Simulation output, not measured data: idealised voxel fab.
Module name: voxel transistor to metal (process module)
295 nm wide, 5 nm square cells: that's cross-section cut.
Cross-section layout: square cells on a grid; listed as bands, top to bottom; a band spans one or more cell rows.
Basically the band line says how high the top is and how high the bottom is, in nm, and then what's in it from left to right, every material with its width in nm. Empty space shows up as "air", and if a single material carries "throughout" it runs the full band edge to edge.
The level at which height equals 0 is the one under which the wafer, as it arrives, is entirely one material. No lower edge exists for the bottom band, which continues downward and is notated as in "0..down".
Width spec "30 to 40" -> top row of cells at first value, bottom row at second value, equal per-row change in between.
"stayed the same" (step): cross-section cells unchanged, all of them.
Each empty space that has no open way to the top and spans at least 8 cells appears under "Sealed internal cavities" as width x height at distance, the distance counted from the left edge, all in nm.
If you see something after the settings on a step's line, that's the simulator's own remark about that step.
A step line may carry the setting "overlay nm", which, for steps involving a mask, states the distance by which the mask lay to the right of its intended position; negative values denote displacement to the left.

Process steps foreseen in the plan:
1) RECEIVE, material Si
2) OXIDIZE, depth nm 5
3) CONFORMAL_DEP, material SiN, thk nm 10
4) MASKED_ETCH, tone cover, mask id ACTIVE, width nm 90, pitch nm 110, etch materials SiN, depth nm 10, overlay nm 0
5) MASKED_ETCH, tone cover, mask id ACTIVE, width nm 90, pitch nm 110, etch materials SiO2, depth nm 5, overlay nm 0
6) MASKED_ETCH, tone cover, mask id ACTIVE, width nm 90, pitch nm 110, etch materials Si, depth nm 25, overlay nm 0
7) FILL_DEP, material SiO2, thk nm 15
8) CMP, height nm 10
9) SELECTIVE_ETCH, etch materials SiO2, depth nm 10
10) STRIP, etch materials SiN
11) SELECTIVE_ETCH, etch materials SiO2, depth nm 5
12) OXIDIZE, depth nm 5
13) DIRECTIONAL_DEP, material polySi, thk nm 25
14) DIRECTIONAL_DEP, material SiCN, thk nm 10
15) MASKED_ETCH, tone cover, mask id GATE, width nm 20, pitch nm 110, etch materials SiCN, depth nm 20, overlay nm 0
16) MASKED_ETCH, tone cover, mask id GATE, width nm 20, pitch nm 110, etch materials polySi, depth nm 35, overlay nm 0
17) CONFORMAL_DEP, material SiO2, thk nm 5
18) DIRECTIONAL_ETCH, etch materials SiO2, depth nm 5
19) CONFORMAL_DEP, material SiN, thk nm 10
20) DIRECTIONAL_ETCH, etch materials SiN, depth nm 10
21) DIRECTIONAL_ETCH, etch materials SiO2, depth nm 5
22) DIRECTIONAL_ETCH, etch materials Si, depth nm 5
23) EPI, material SiGe, thk nm 10
24) FILL_DEP, material SiO2, thk nm 5
25) CMP, height nm 30
26) DIRECTIONAL_DEP, material SiO2, thk nm 10
27) PATTERN, tone open, mask id CONTACT, material resist, width nm 15, thk nm 20, overlay nm 0
28) DIRECTIONAL_ETCH, etch materials SiO2, depth nm 45
29) STRIP, etch materials resist
30) CONFORMAL_DEP, material TiN, thk nm 5
31) FILL_DEP, material W, thk nm 5
32) CMP, height nm 40
33) DIRECTIONAL_DEP, material TiN, thk nm 5
34) DIRECTIONAL_DEP, material Ru, thk nm 25
35) MASKED_ETCH, tone cover, mask id METAL_1, width nm 15, etch materials Ru, depth nm 25, overlay nm 0
36) MASKED_ETCH, tone cover, mask id METAL_1, width nm 15, etch materials TiN, depth nm 5, overlay nm 0
37) FILL_DEP, material SiO2, thk nm 5
38) CMP, height nm 70
39) CONFORMAL_DEP, material SiCN, thk nm 5
40) DIRECTIONAL_DEP, material SiO2, thk nm 30
41) DIRECTIONAL_DEP, material aC, thk nm 10
42) PATTERN, tone open, mask id METAL_2, material resist, width nm 15, pitch nm 110, thk nm 25, overlay nm 0
43) DIRECTIONAL_ETCH, etch materials aC, depth nm 10
44) STRIP, etch materials resist
45) DIRECTIONAL_ETCH, etch materials SiO2, depth nm 15
46) STRIP, etch materials aC
47) MASKED_ETCH, tone open, mask id METAL_2_HOLES, width nm 15, pitch nm 110, etch materials SiO2, depth nm 15, overlay nm 0
48) MASKED_ETCH, tone open, mask id METAL_2_HOLES, width nm 15, pitch nm 110, etch materials SiCN, depth nm 5, overlay nm 0
49) CONFORMAL_DEP, material TiN, thk nm 5
50) FILL_DEP, material Ru, thk nm 10
51) CMP, height nm 105
52) CONFORMAL_DEP, material SiN, thk nm 5

First of two wafers: run as planned:

As-received wafer cross-section (after step 1):
> 0..down: Si throughout
> Sealed internal cavities: none

So this is the wafer cross-section right after step 2:
> 0..-5: SiO2 throughout
> Unchanged below -5.

So this is the wafer cross-section right after step 3:
> 10..0: SiN throughout
> Unchanged below 0.

So this is the wafer cross-section right after step 4:
> 10..0: 45 of air  90 of SiN  20 of air  90 of SiN  50 of air
> Unchanged below 0.

So this is the wafer cross-section right after step 5:
> 10..0: 45 of air  90 of SiN  20 of air  90 of SiN  50 of air
> 0..-5: 45 of air  90 of SiO2  20 of air  90 of SiO2  50 of air
> Unchanged below -5.

So this is the wafer cross-section right after step 6:
> 10..0: 45 of air  90 of SiN  20 of air  90 of SiN  50 of air
> 0..-5: 45 of air  90 of SiO2  20 of air  90 of SiO2  50 of air
> -5..-30: 45 of air  90 of Si  20 of air  90 of Si  50 of air
> Unchanged below -30.

So this is the wafer cross-section right after step 7:
> 25..10: SiO2 throughout
> 10..0: 45 of SiO2  90 of SiN  20 of SiO2  90 of SiN  50 of SiO2
> 0..-5: SiO2 throughout
> -5..-30: 45 of SiO2  90 of Si  20 of SiO2  90 of Si  50 of SiO2
> Unchanged below -30.

So this is the wafer cross-section right after step 8:
> 10..0: 45 of SiO2  90 of SiN  20 of SiO2  90 of SiN  50 of SiO2
> Unchanged below 0.

So this is the wafer cross-section right after step 9:
> 10..0: 45 of air  90 of SiN  20 of air  90 of SiN  50 of air
> Unchanged below 0.

So this is the wafer cross-section right after step 10:
> 0..-5: SiO2 throughout
> Unchanged below -5.

So this is the wafer cross-section right after step 11:
> -5..-30: 45 of SiO2  90 of Si  20 of SiO2  90 of Si  50 of SiO2
> Unchanged below -30.

So this is the wafer cross-section right after step 12:
> -5..-10: SiO2 throughout
> Unchanged below -10.

So this is the wafer cross-section right after step 13:
> 20..-5: polySi throughout
> Unchanged below -5.

So this is the wafer cross-section right after step 14:
> 30..20: SiCN throughout
> Unchanged below 20.

So this is the wafer cross-section right after step 15:
> 30..20: 80 of air  20 of SiCN  90 of air  20 of SiCN  85 of air
> Unchanged below 20.

So this is the wafer cross-section right after step 16:
> 30..20: 80 of air  20 of SiCN  90 of air  20 of SiCN  85 of air
> 20..-5: 80 of air  20 of polySi  90 of air  20 of polySi  85 of air
> Unchanged below -5.

So this is the wafer cross-section right after step 17:
> 35..30: 75 of air  30 of SiO2  80 of air  30 of SiO2  80 of air
> 30..20: 75 of air  5 of SiO2  20 of SiCN  5 of SiO2  80 of air  5 of SiO2  20 of SiCN  5 of SiO2  80 of air
> 20..0: 75 of air  5 of SiO2  20 of polySi  5 of SiO2  80 of air  5 of SiO2  20 of polySi  5 of SiO2  80 of air
> 0..-5: 80 of SiO2  20 of polySi  90 of SiO2  20 of polySi  85 of SiO2
> Unchanged below -5.

So this is the wafer cross-section right after step 18:
> 30..20: 75 of air  5 of SiO2  20 of SiCN  5 of SiO2  80 of air  5 of SiO2  20 of SiCN  5 of SiO2  80 of air
> 20..-5: 75 of air  5 of SiO2  20 of polySi  5 of SiO2  80 of air  5 of SiO2  20 of polySi  5 of SiO2  80 of air
> Unchanged below -5.

So this is the wafer cross-section right after step 19:
> 40..30: 65 of air  50 of SiN  60 of air  50 of SiN  70 of air
> 30..20: 65 of air  10 of SiN  5 of SiO2  20 of SiCN  5 of SiO2  10 of SiN  60 of air  10 of SiN  5 of SiO2  20 of SiCN  5 of SiO2  10 of SiN  70 of air
> 20..5: 65 of air  10 of SiN  5 of SiO2  20 of polySi  5 of SiO2  10 of SiN  60 of air  10 of SiN  5 of SiO2  20 of polySi  5 of SiO2  10 of SiN  70 of air
> 5..-5: 75 of SiN  5 of SiO2  20 of polySi  5 of SiO2  80 of SiN  5 of SiO2  20 of polySi  5 of SiO2  80 of SiN
> Unchanged below -5.

So this is the wafer cross-section right after step 20:
> 30..20: 65 of air  10 of SiN  5 of SiO2  20 of SiCN  5 of SiO2  10 of SiN  60 of air  10 of SiN  5 of SiO2  20 of SiCN  5 of SiO2  10 of SiN  70 of air
> 20..-5: 65 of air  10 of SiN  5 of SiO2  20 of polySi  5 of SiO2  10 of SiN  60 of air  10 of SiN  5 of SiO2  20 of polySi  5 of SiO2  10 of SiN  70 of air
> Unchanged below -5.

So this is the wafer cross-section right after step 21:
> 30..25: 65 of air  10 of SiN  5 of air  20 of SiCN  5 of air  10 of SiN  60 of air  10 of SiN  5 of air  20 of SiCN  5 of air  10 of SiN  70 of air
> 25..20: 65 of air  10 of SiN  5 of SiO2  20 of SiCN  5 of SiO2  10 of SiN  60 of air  10 of SiN  5 of SiO2  20 of SiCN  5 of SiO2  10 of SiN  70 of air
> 20..-5: 65 of air  10 of SiN  5 of SiO2  20 of polySi  5 of SiO2  10 of SiN  60 of air  10 of SiN  5 of SiO2  20 of polySi  5 of SiO2  10 of SiN  70 of air
> -5..-10: 65 of air  50 of SiO2  60 of air  50 of SiO2  70 of air
> Unchanged below -10.

So this is the wafer cross-section right after step 22:
> 30..25: 65 of air  10 of SiN  5 of air  20 of SiCN  5 of air  10 of SiN  60 of air  10 of SiN  5 of air  20 of SiCN  5 of air  10 of SiN  70 of air
> 25..20: 65 of air  10 of SiN  5 of SiO2  20 of SiCN  5 of SiO2  10 of SiN  60 of air  10 of SiN  5 of SiO2  20 of SiCN  5 of SiO2  10 of SiN  70 of air
> 20..-5: 65 of air  10 of SiN  5 of SiO2  20 of polySi  5 of SiO2  10 of SiN  60 of air  10 of SiN  5 of SiO2  20 of polySi  5 of SiO2  10 of SiN  70 of air
> -5..-10: 65 of air  50 of SiO2  60 of air  50 of SiO2  70 of air
> -10..-15: 45 of SiO2  20 of air  50 of Si  20 of air  20 of SiO2  20 of air  50 of Si  20 of air  50 of SiO2
> Unchanged below -15.

So this is the wafer cross-section right after step 23:
> 30..25: 65 of air  10 of SiN  5 of air  20 of SiCN  5 of air  10 of SiN  60 of air  10 of SiN  5 of air  20 of SiCN  5 of air  10 of SiN  70 of air
> 25..20: 65 of air  10 of SiN  5 of SiO2  20 of SiCN  5 of SiO2  10 of SiN  60 of air  10 of SiN  5 of SiO2  20 of SiCN  5 of SiO2  10 of SiN  70 of air
> 20..0: 65 of air  10 of SiN  5 of SiO2  20 of polySi  5 of SiO2  10 of SiN  60 of air  10 of SiN  5 of SiO2  20 of polySi  5 of SiO2  10 of SiN  70 of air
> 0..-5: 55 of air  10 of SiGe  10 of SiN  5 of SiO2  20 of polySi  5 of SiO2  10 of SiN  10 of SiGe  40 of air  10 of SiGe  10 of SiN  5 of SiO2  20 of polySi  5 of SiO2  10 of SiN  10 of SiGe  60 of air
> -5..-10: 40 of air  25 of SiGe  50 of SiO2  25 of SiGe  10 of air  25 of SiGe  50 of SiO2  25 of SiGe  45 of air
> -10..-15: 45 of SiO2  20 of SiGe  50 of Si  20 of SiGe  20 of SiO2  20 of SiGe  50 of Si  20 of SiGe  50 of SiO2
> Unchanged below -15.

So this is the wafer cross-section right after step 24:
> 35..30: SiO2 throughout
> 30..20: 65 of SiO2  10 of SiN  5 of SiO2  20 of SiCN  5 of SiO2  10 of SiN  60 of SiO2  10 of SiN  5 of SiO2  20 of SiCN  5 of SiO2  10 of SiN  70 of SiO2
> 20..0: 65 of SiO2  10 of SiN  5 of SiO2  20 of polySi  5 of SiO2  10 of SiN  60 of SiO2  10 of SiN  5 of SiO2  20 of polySi  5 of SiO2  10 of SiN  70 of SiO2
> 0..-5: 55 of SiO2  10 of SiGe  10 of SiN  5 of SiO2  20 of polySi  5 of SiO2  10 of SiN  10 of SiGe  40 of SiO2  10 of SiGe  10 of SiN  5 of SiO2  20 of polySi  5 of SiO2  10 of SiN  10 of SiGe  60 of SiO2
> -5..-10: 40 of SiO2  25 of SiGe  50 of SiO2  25 of SiGe  10 of SiO2  25 of SiGe  50 of SiO2  25 of SiGe  45 of SiO2
> Unchanged below -10.

So this is the wafer cross-section right after step 25:
> 30..20: 65 of SiO2  10 of SiN  5 of SiO2  20 of SiCN  5 of SiO2  10 of SiN  60 of SiO2  10 of SiN  5 of SiO2  20 of SiCN  5 of SiO2  10 of SiN  70 of SiO2
> Unchanged below 20.

So this is the wafer cross-section right after step 26:
> 40..30: SiO2 throughout
> Unchanged below 30.

So this is the wafer cross-section right after step 27:
> 60..40: 50 of resist  15 of air  50 of resist  15 of air  30 of resist  15 of air  50 of resist  15 of air  55 of resist
> Unchanged below 40.

So this is the wafer cross-section right after step 28:
> 60..40: 50 of resist  15 of air  50 of resist  15 of air  30 of resist  15 of air  50 of resist  15 of air  55 of resist
> 40..30: 50 of SiO2  15 of air  50 of SiO2  15 of air  30 of SiO2  15 of air  50 of SiO2  15 of air  55 of SiO2
> 30..20: 50 of SiO2  15 of air  10 of SiN  5 of SiO2  20 of SiCN  5 of SiO2  10 of SiN  15 of air  30 of SiO2  15 of air  10 of SiN  5 of SiO2  20 of SiCN  5 of SiO2  10 of SiN  15 of air  55 of SiO2
> 20..0: 50 of SiO2  15 of air  10 of SiN  5 of SiO2  20 of polySi  5 of SiO2  10 of SiN  15 of air  30 of SiO2  15 of air  10 of SiN  5 of SiO2  20 of polySi  5 of SiO2  10 of SiN  15 of air  55 of SiO2
> 0..-5: 50 of SiO2  5 of air  10 of SiGe  10 of SiN  5 of SiO2  20 of polySi  5 of SiO2  10 of SiN  10 of SiGe  5 of air  30 of SiO2  5 of air  10 of SiGe  10 of SiN  5 of SiO2  20 of polySi  5 of SiO2  10 of SiN  10 of SiGe  5 of air  55 of SiO2
> Unchanged below -5.

So this is the wafer cross-section right after step 29:
> 40..30: 50 of SiO2  15 of air  50 of SiO2  15 of air  30 of SiO2  15 of air  50 of SiO2  15 of air  55 of SiO2
> Unchanged below 30.

So this is the wafer cross-section right after step 30:
> 45..40: 55 of TiN  5 of air  60 of TiN  5 of air  40 of TiN  5 of air  60 of TiN  5 of air  60 of TiN
> 40..30: 50 of SiO2  5 of TiN  5 of air  5 of TiN  50 of SiO2  5 of TiN  5 of air  5 of TiN  30 of SiO2  5 of TiN  5 of air  5 of TiN  50 of SiO2  5 of TiN  5 of air  5 of TiN  55 of SiO2
> 30..20: 50 of SiO2  5 of TiN  5 of air  5 of TiN  10 of SiN  5 of SiO2  20 of SiCN  5 of SiO2  10 of SiN  5 of TiN  5 of air  5 of TiN  30 of SiO2  5 of TiN  5 of air  5 of TiN  10 of SiN  5 of SiO2  20 of SiCN  5 of SiO2  10 of SiN  5 of TiN  5 of air  5 of TiN  55 of SiO2
> 20..5: 50 of SiO2  5 of TiN  5 of air  5 of TiN  10 of SiN  5 of SiO2  20 of polySi  5 of SiO2  10 of SiN  5 of TiN  5 of air  5 of TiN  30 of SiO2  5 of TiN  5 of air  5 of TiN  10 of SiN  5 of SiO2  20 of polySi  5 of SiO2  10 of SiN  5 of TiN  5 of air  5 of TiN  55 of SiO2
> 5..0: 50 of SiO2  15 of TiN  10 of SiN  5 of SiO2  20 of polySi  5 of SiO2  10 of SiN  15 of TiN  30 of SiO2  15 of TiN  10 of SiN  5 of SiO2  20 of polySi  5 of SiO2  10 of SiN  15 of TiN  55 of SiO2
> 0..-5: 50 of SiO2  5 of TiN  10 of SiGe  10 of SiN  5 of SiO2  20 of polySi  5 of SiO2  10 of SiN  10 of SiGe  5 of TiN  30 of SiO2  5 of TiN  10 of SiGe  10 of SiN  5 of SiO2  20 of polySi  5 of SiO2  10 of SiN  10 of SiGe  5 of TiN  55 of SiO2
> Unchanged below -5.

So this is the wafer cross-section right after step 31:
> 50..45: W throughout
> 45..40: 55 of TiN  5 of W  60 of TiN  5 of W  40 of TiN  5 of W  60 of TiN  5 of W  60 of TiN
> 40..30: 50 of SiO2  5 of TiN  5 of W  5 of TiN  50 of SiO2  5 of TiN  5 of W  5 of TiN  30 of SiO2  5 of TiN  5 of W  5 of TiN  50 of SiO2  5 of TiN  5 of W  5 of TiN  55 of SiO2
> 30..20: 50 of SiO2  5 of TiN  5 of W  5 of TiN  10 of SiN  5 of SiO2  20 of SiCN  5 of SiO2  10 of SiN  5 of TiN  5 of W  5 of TiN  30 of SiO2  5 of TiN  5 of W  5 of TiN  10 of SiN  5 of SiO2  20 of SiCN  5 of SiO2  10 of SiN  5 of TiN  5 of W  5 of TiN  55 of SiO2
> 20..5: 50 of SiO2  5 of TiN  5 of W  5 of TiN  10 of SiN  5 of SiO2  20 of polySi  5 of SiO2  10 of SiN  5 of TiN  5 of W  5 of TiN  30 of SiO2  5 of TiN  5 of W  5 of TiN  10 of SiN  5 of SiO2  20 of polySi  5 of SiO2  10 of SiN  5 of TiN  5 of W  5 of TiN  55 of SiO2
> Unchanged below 5.

So this is the wafer cross-section right after step 32:
> 40..30: 50 of SiO2  5 of TiN  5 of W  5 of TiN  50 of SiO2  5 of TiN  5 of W  5 of TiN  30 of SiO2  5 of TiN  5 of W  5 of TiN  50 of SiO2  5 of TiN  5 of W  5 of TiN  55 of SiO2
> Unchanged below 30.

So this is the wafer cross-section right after step 33:
> 45..40: TiN throughout
> Unchanged below 40.

So this is the wafer cross-section right after step 34:
> 70..45: Ru throughout
> Unchanged below 45.

So this is the wafer cross-section right after step 35:
> 70..45: 50 of air  15 of Ru  50 of air  15 of Ru  30 of air  15 of Ru  50 of air  15 of Ru  55 of air
> Unchanged below 45.

So this is the wafer cross-section right after step 36:
> 70..45: 50 of air  15 of Ru  50 of air  15 of Ru  30 of air  15 of Ru  50 of air  15 of Ru  55 of air
> 45..40: 50 of air  15 of TiN  50 of air  15 of TiN  30 of air  15 of TiN  50 of air  15 of TiN  55 of air
> Unchanged below 40.

So this is the wafer cross-section right after step 37:
> 75..70: SiO2 throughout
> 70..45: 50 of SiO2  15 of Ru  50 of SiO2  15 of Ru  30 of SiO2  15 of Ru  50 of SiO2  15 of Ru  55 of SiO2
> 45..40: 50 of SiO2  15 of TiN  50 of SiO2  15 of TiN  30 of SiO2  15 of TiN  50 of SiO2  15 of TiN  55 of SiO2
> Unchanged below 40.

So this is the wafer cross-section right after step 38:
> 70..45: 50 of SiO2  15 of Ru  50 of SiO2  15 of Ru  30 of SiO2  15 of Ru  50 of SiO2  15 of Ru  55 of SiO2
> Unchanged below 45.

So this is the wafer cross-section right after step 39:
> 75..70: SiCN throughout
> Unchanged below 70.

So this is the wafer cross-section right after step 40:
> 105..75: SiO2 throughout
> Unchanged below 75.

So this is the wafer cross-section right after step 41:
> 115..105: aC throughout
> Unchanged below 105.

So this is the wafer cross-section right after step 42:
> 140..115: 50 of resist  15 of air  95 of resist  15 of air  120 of resist
> Unchanged below 115.

So this is the wafer cross-section right after step 43:
> 130..115: 50 of resist  15 of air  95 of resist  15 of air  120 of resist
> 115..105: 50 of aC  15 of air  95 of aC  15 of air  120 of aC
> Unchanged below 105.

So this is the wafer cross-section right after step 44:
> 115..105: 50 of aC  15 of air  95 of aC  15 of air  120 of aC
> Unchanged below 105.

So this is the wafer cross-section right after step 45:
> 115..105: 50 of aC  15 of air  95 of aC  15 of air  120 of aC
> 105..90: 50 of SiO2  15 of air  95 of SiO2  15 of air  120 of SiO2
> Unchanged below 90.

So this is the wafer cross-section right after step 46:
> 105..90: 50 of SiO2  15 of air  95 of SiO2  15 of air  120 of SiO2
> Unchanged below 90.

So this is the wafer cross-section right after step 47:
> 105..75: 50 of SiO2  15 of air  95 of SiO2  15 of air  120 of SiO2
> Unchanged below 75.

So this is the wafer cross-section right after step 48:
> 105..75: 50 of SiO2  15 of air  95 of SiO2  15 of air  120 of SiO2
> 75..70: 50 of SiCN  15 of air  95 of SiCN  15 of air  120 of SiCN
> Unchanged below 70.

So this is the wafer cross-section right after step 49:
> 110..105: 55 of TiN  5 of air  105 of TiN  5 of air  125 of TiN
> 105..75: 50 of SiO2  5 of TiN  5 of air  5 of TiN  95 of SiO2  5 of TiN  5 of air  5 of TiN  120 of SiO2
> 75..70: 50 of SiCN  15 of TiN  95 of SiCN  15 of TiN  120 of SiCN
> Unchanged below 70.

So this is the wafer cross-section right after step 50:
> 120..110: Ru throughout
> 110..105: 55 of TiN  5 of Ru  105 of TiN  5 of Ru  125 of TiN
> 105..75: 50 of SiO2  5 of TiN  5 of Ru  5 of TiN  95 of SiO2  5 of TiN  5 of Ru  5 of TiN  120 of SiO2
> Unchanged below 75.

So this is the wafer cross-section right after step 51:
> 105..75: 50 of SiO2  5 of TiN  5 of Ru  5 of TiN  95 of SiO2  5 of TiN  5 of Ru  5 of TiN  120 of SiO2
> Unchanged below 75.

So this is the wafer cross-section right after step 52:
> 110..105: SiN throughout
> Unchanged below 105.

Regarding the second of the two wafers: it shared the first wafer's starting condition and process plan, yet one error occurred during its execution. Its history coincides with that of the first wafer up to and including step 26:

Second wafer profile in section, at the moment step 27 of the plan was meant to be complete:
> 60..40: 50 of air  15 of resist  50 of air  15 of resist  30 of air  15 of resist  50 of air  15 of resist  55 of air
> Unchanged below 40.

Second wafer profile in section, at the moment step 28 of the plan was meant to be complete:
> 60..40: 50 of air  15 of resist  50 of air  15 of resist  30 of air  15 of resist  50 of air  15 of resist  55 of air
> 40..30: 50 of air  15 of SiO2  50 of air  15 of SiO2  30 of air  15 of SiO2  50 of air  15 of SiO2  55 of air
> 30..20: 50 of air  15 of SiO2  10 of SiN  5 of air  20 of SiCN  5 of air  10 of SiN  15 of SiO2  30 of air  15 of SiO2  10 of SiN  5 of air  20 of SiCN  5 of air  10 of SiN  15 of SiO2  55 of air
> 20..0: 50 of air  15 of SiO2  10 of SiN  5 of air  20 of polySi  5 of air  10 of SiN  15 of SiO2  30 of air  15 of SiO2  10 of SiN  5 of air  20 of polySi  5 of air  10 of SiN  15 of SiO2  55 of air
> 0..-5: 50 of air  5 of SiO2  10 of SiGe  10 of SiN  5 of air  20 of polySi  5 of air  10 of SiN  10 of SiGe  5 of SiO2  30 of air  5 of SiO2  10 of SiGe  10 of SiN  5 of air  20 of polySi  5 of air  10 of SiN  10 of SiGe  5 of SiO2  55 of air
> Unchanged below -5.

Second wafer profile in section, at the moment step 29 of the plan was meant to be complete:
> 40..30: 50 of air  15 of SiO2  50 of air  15 of SiO2  30 of air  15 of SiO2  50 of air  15 of SiO2  55 of air
> Unchanged below 30.

Second wafer profile in section, at the moment step 30 of the plan was meant to be complete:
> 45..40: 45 of air  25 of TiN  40 of air  25 of TiN  20 of air  25 of TiN  40 of air  25 of TiN  50 of air
> 40..35: 45 of air  5 of TiN  15 of SiO2  5 of TiN  40 of air  5 of TiN  15 of SiO2  5 of TiN  20 of air  5 of TiN  15 of SiO2  5 of TiN  40 of air  5 of TiN  15 of SiO2  5 of TiN  50 of air
> 35..30: 45 of air  5 of TiN  15 of SiO2  50 of TiN  15 of SiO2  5 of TiN  20 of air  5 of TiN  15 of SiO2  50 of TiN  15 of SiO2  5 of TiN  50 of air
> 30..20: 45 of air  5 of TiN  15 of SiO2  10 of SiN  5 of TiN  20 of SiCN  5 of TiN  10 of SiN  15 of SiO2  5 of TiN  20 of air  5 of TiN  15 of SiO2  10 of SiN  5 of TiN  20 of SiCN  5 of TiN  10 of SiN  15 of SiO2  5 of TiN  50 of air
> 20..0: 45 of air  5 of TiN  15 of SiO2  10 of SiN  5 of TiN  20 of polySi  5 of TiN  10 of SiN  15 of SiO2  5 of TiN  20 of air  5 of TiN  15 of SiO2  10 of SiN  5 of TiN  20 of polySi  5 of TiN  10 of SiN  15 of SiO2  5 of TiN  50 of air
> 0..-5: 50 of TiN  5 of SiO2  10 of SiGe  10 of SiN  5 of TiN  20 of polySi  5 of TiN  10 of SiN  10 of SiGe  5 of SiO2  30 of TiN  5 of SiO2  10 of SiGe  10 of SiN  5 of TiN  20 of polySi  5 of TiN  10 of SiN  10 of SiGe  5 of SiO2  55 of TiN
> Unchanged below -5.

Second wafer profile in section, at the moment step 31 of the plan was meant to be complete:
> 50..45: W throughout
> 45..40: 45 of W  25 of TiN  40 of W  25 of TiN  20 of W  25 of TiN  40 of W  25 of TiN  50 of W
> 40..35: 45 of W  5 of TiN  15 of SiO2  5 of TiN  40 of W  5 of TiN  15 of SiO2  5 of TiN  20 of W  5 of TiN  15 of SiO2  5 of TiN  40 of W  5 of TiN  15 of SiO2  5 of TiN  50 of W
> 35..30: 45 of W  5 of TiN  15 of SiO2  50 of TiN  15 of SiO2  5 of TiN  20 of W  5 of TiN  15 of SiO2  50 of TiN  15 of SiO2  5 of TiN  50 of W
> 30..20: 45 of W  5 of TiN  15 of SiO2  10 of SiN  5 of TiN  20 of SiCN  5 of TiN  10 of SiN  15 of SiO2  5 of TiN  20 of W  5 of TiN  15 of SiO2  10 of SiN  5 of TiN  20 of SiCN  5 of TiN  10 of SiN  15 of SiO2  5 of TiN  50 of W
> 20..0: 45 of W  5 of TiN  15 of SiO2  10 of SiN  5 of TiN  20 of polySi  5 of TiN  10 of SiN  15 of SiO2  5 of TiN  20 of W  5 of TiN  15 of SiO2  10 of SiN  5 of TiN  20 of polySi  5 of TiN  10 of SiN  15 of SiO2  5 of TiN  50 of W
> Unchanged below 0.

Second wafer profile in section, at the moment step 32 of the plan was meant to be complete:
> 40..35: 45 of W  5 of TiN  15 of SiO2  5 of TiN  40 of W  5 of TiN  15 of SiO2  5 of TiN  20 of W  5 of TiN  15 of SiO2  5 of TiN  40 of W  5 of TiN  15 of SiO2  5 of TiN  50 of W
> Unchanged below 35.

Second wafer profile in section, at the moment step 33 of the plan was meant to be complete:
> 45..40: TiN throughout
> Unchanged below 40.

Second wafer profile in section, at the moment step 34 of the plan was meant to be complete:
> 70..45: Ru throughout
> Unchanged below 45.

Second wafer profile in section, at the moment step 35 of the plan was meant to be complete:
> 70..45: 50 of air  15 of Ru  50 of air  15 of Ru  30 of air  15 of Ru  50 of air  15 of Ru  55 of air
> Unchanged below 45.

Second wafer profile in section, at the moment step 36 of the plan was meant to be complete:
> 70..45: 50 of air  15 of Ru  50 of air  15 of Ru  30 of air  15 of Ru  50 of air  15 of Ru  55 of air
> 45..40: 50 of air  15 of TiN  50 of air  15 of TiN  30 of air  15 of TiN  50 of air  15 of TiN  55 of air
> Unchanged below 40.

Second wafer profile in section, at the moment step 37 of the plan was meant to be complete:
> 75..70: SiO2 throughout
> 70..45: 50 of SiO2  15 of Ru  50 of SiO2  15 of Ru  30 of SiO2  15 of Ru  50 of SiO2  15 of Ru  55 of SiO2
> 45..40: 50 of SiO2  15 of TiN  50 of SiO2  15 of TiN  30 of SiO2  15 of TiN  50 of SiO2  15 of TiN  55 of SiO2
> Unchanged below 40.

Second wafer profile in section, at the moment step 38 of the plan was meant to be complete:
> 70..45: 50 of SiO2  15 of Ru  50 of SiO2  15 of Ru  30 of SiO2  15 of Ru  50 of SiO2  15 of Ru  55 of SiO2
> Unchanged below 45.

Second wafer profile in section, at the moment step 39 of the plan was meant to be complete:
> 75..70: SiCN throughout
> Unchanged below 70.

Second wafer profile in section, at the moment step 40 of the plan was meant to be complete:
> 105..75: SiO2 throughout
> Unchanged below 75.

Second wafer profile in section, at the moment step 41 of the plan was meant to be complete:
> 115..105: aC throughout
> Unchanged below 105.

Second wafer profile in section, at the moment step 42 of the plan was meant to be complete:
> 140..115: 50 of resist  15 of air  95 of resist  15 of air  120 of resist
> Unchanged below 115.

Second wafer profile in section, at the moment step 43 of the plan was meant to be complete:
> 130..115: 50 of resist  15 of air  95 of resist  15 of air  120 of resist
> 115..105: 50 of aC  15 of air  95 of aC  15 of air  120 of aC
> Unchanged below 105.

Second wafer profile in section, at the moment step 44 of the plan was meant to be complete:
> 115..105: 50 of aC  15 of air  95 of aC  15 of air  120 of aC
> Unchanged below 105.

Second wafer profile in section, at the moment step 45 of the plan was meant to be complete:
> 115..105: 50 of aC  15 of air  95 of aC  15 of air  120 of aC
> 105..90: 50 of SiO2  15 of air  95 of SiO2  15 of air  120 of SiO2
> Unchanged below 90.

Second wafer profile in section, at the moment step 46 of the plan was meant to be complete:
> 105..90: 50 of SiO2  15 of air  95 of SiO2  15 of air  120 of SiO2
> Unchanged below 90.

Second wafer profile in section, at the moment step 47 of the plan was meant to be complete:
> 105..75: 50 of SiO2  15 of air  95 of SiO2  15 of air  120 of SiO2
> Unchanged below 75.

Second wafer profile in section, at the moment step 48 of the plan was meant to be complete:
> 105..75: 50 of SiO2  15 of air  95 of SiO2  15 of air  120 of SiO2
> 75..70: 50 of SiCN  15 of air  95 of SiCN  15 of air  120 of SiCN
> Unchanged below 70.

Second wafer profile in section, at the moment step 49 of the plan was meant to be complete:
> 110..105: 55 of TiN  5 of air  105 of TiN  5 of air  125 of TiN
> 105..75: 50 of SiO2  5 of TiN  5 of air  5 of TiN  95 of SiO2  5 of TiN  5 of air  5 of TiN  120 of SiO2
> 75..70: 50 of SiCN  15 of TiN  95 of SiCN  15 of TiN  120 of SiCN
> Unchanged below 70.

Second wafer profile in section, at the moment step 50 of the plan was meant to be complete:
> 120..110: Ru throughout
> 110..105: 55 of TiN  5 of Ru  105 of TiN  5 of Ru  125 of TiN
> 105..75: 50 of SiO2  5 of TiN  5 of Ru  5 of TiN  95 of SiO2  5 of TiN  5 of Ru  5 of TiN  120 of SiO2
> Unchanged below 75.

Second wafer profile in section, at the moment step 51 of the plan was meant to be complete:
> 105..75: 50 of SiO2  5 of TiN  5 of Ru  5 of TiN  95 of SiO2  5 of TiN  5 of Ru  5 of TiN  120 of SiO2
> Unchanged below 75.

Second wafer profile in section, at the moment step 52 of the plan was meant to be complete:
> 110..105: SiN throughout
> Unchanged below 105.
Want to know what went wrong? step 27 was not run as planned; what actually ran was PATTERN, tone cover, mask id CONTACT, material resist, width nm 15, thk nm 20, overlay nm 0
At the finish, the second wafer shows more or fewer cells for some materials than the first does: SiO2 -211; TiN +39; W +172
